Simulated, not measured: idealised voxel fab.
Process module, titled voxel gate over fins
150 nm wide, 5 nm square cells: that's cross-section cut.
Cross-section format: a grid of square cells, given as bands from top to bottom; each band is one or more rows of cells.
Band entry format. Leading values: height of top, height of bottom, nm. Remainder: materials in left-to-right order, each with its width in nm. Special words: "throughout" on a single material, which then fills the band edge to edge; "blank", empty space.
Heights are expressed relative to 0, this being the level below which the as-received wafer comprises one material exclusively. The lowest band is unbounded in the downward direction and is denoted as in "0 -> down".
A width given as "30->40" starts at the first number in the band's top row and ends at the second number in its bottom row, shifting by an equal amount at every step from row to row.
The cross-section has no changed cell in any step marked "nothing different".
"Cavities, closed": sealed empty spaces, 8 cells or more, no open way to top, listed width x height at distance, with distance from the left edge and width, height and distance in nm.
Note: text after step settings on the step line = simulator remark on that step.
overlay nm, on a step with a mask: how far to the right of its planned place the mask lay; to the left if negative
The following list gives the planned process steps
step 1: RECEIVE | material Si
step 2: CONFORMAL_DEP | material SiN | thk nm 10
step 3: DIRECTIONAL_DEP | material aC | thk nm 10
step 4: PATTERN | tone cover | mask id FINS | material resist | width nm 15 | pitch nm 35 | thk nm 25 | overlay nm 0
step 5: DIRECTIONAL_ETCH | etch materials aC | depth nm 10
step 6: STRIP | etch materials resist
step 7: DIRECTIONAL_ETCH | etch materials SiN | depth nm 10
step 8: DIRECTIONAL_ETCH | etch materials Si | depth nm 35
step 9: STRIP | etch materials aC
step 10: FILL_DEP | material SiO2 | thk nm 10
step 11: CMP | height nm 10
step 12: SELECTIVE_ETCH | etch materials SiO2 | depth nm 20
step 13: STRIP | etch materials SiN
step 14: CONFORMAL_DEP | material HfO2 | thk nm 5
step 15: CONFORMAL_DEP | material TiN | thk nm 5
step 16: FILL_DEP | material W | thk nm 15
step 17: CMP | height nm 20
step 18: CONFORMAL_DEP | material SiCN | thk nm 5
Delivered wafer in cross-section: state after step 1
  0 -> down: Si throughout
  Cavities, closed: none
First wafer of two, sectioned at end of module; run went per plan
  25 -> 20: SiCN throughout
  20 -> 10: W throughout
  10 -> 5: 5 nm W; 140 nm TiN; 5 nm W
  5 -> 0: 5 nm W; 5 nm TiN; 25 nm HfO2; 10 nm TiN; 25 nm HfO2; 10 nm TiN; 25 nm HfO2; 10 nm TiN; 25 nm HfO2; 5 nm TiN; 5 nm W
  0 -> -5: 10 nm TiN; 5 nm HfO2; 15 nm Si; 5 nm HfO2; 10 nm TiN; 5 nm HfO2; 15 nm Si; 5 nm HfO2; 10 nm TiN; 5 nm HfO2; 15 nm Si; 5 nm HfO2; 10 nm TiN; 5 nm HfO2; 15 nm Si; 5 nm HfO2; 10 nm TiN
  -5 -> -10: 15 nm HfO2; 15 nm Si; 20 nm HfO2; 15 nm Si; 20 nm HfO2; 15 nm Si; 20 nm HfO2; 15 nm Si; 15 nm HfO2
  -10 -> -35: 15 nm SiO2; 15 nm Si; 20 nm SiO2; 15 nm Si; 20 nm SiO2; 15 nm Si; 20 nm SiO2; 15 nm Si; 15 nm SiO2
  -35 -> down: Si throughout
  Cavities, closed: none
So this is wafer number two of the two, cut at the end of the module - it started where the first did and had the same plan, we just got one thing wrong running it
  25 -> 20: SiCN throughout
  20 -> 10: W throughout
  10 -> 5: 5 nm W; 140 nm HfO2; 5 nm W
  5 -> 0: 5 nm W; 5 nm HfO2; 25 nm TiN; 10 nm HfO2; 25 nm TiN; 10 nm HfO2; 25 nm TiN; 10 nm HfO2; 25 nm TiN; 5 nm HfO2; 5 nm W
  0 -> -5: 10 nm HfO2; 5 nm TiN; 15 nm Si; 5 nm TiN; 10 nm HfO2; 5 nm TiN; 15 nm Si; 5 nm TiN; 10 nm HfO2; 5 nm TiN; 15 nm Si; 5 nm TiN; 10 nm HfO2; 5 nm TiN; 15 nm Si; 5 nm TiN; 10 nm HfO2
  -5 -> -10: 15 nm TiN; 15 nm Si; 20 nm TiN; 15 nm Si; 20 nm TiN; 15 nm Si; 20 nm TiN; 15 nm Si; 15 nm TiN
  -10 -> -35: 15 nm SiO2; 15 nm Si; 20 nm SiO2; 15 nm Si; 20 nm SiO2; 15 nm Si; 20 nm SiO2; 15 nm Si; 15 nm SiO2
  -35 -> down: Si throughout
  Cavities, closed: none
Misprocessing identified: steps 14 and 15 of the plan were each performed in the slot designated for the other
at the end the second wafer has, in cells: as many of each material as the first, in other places
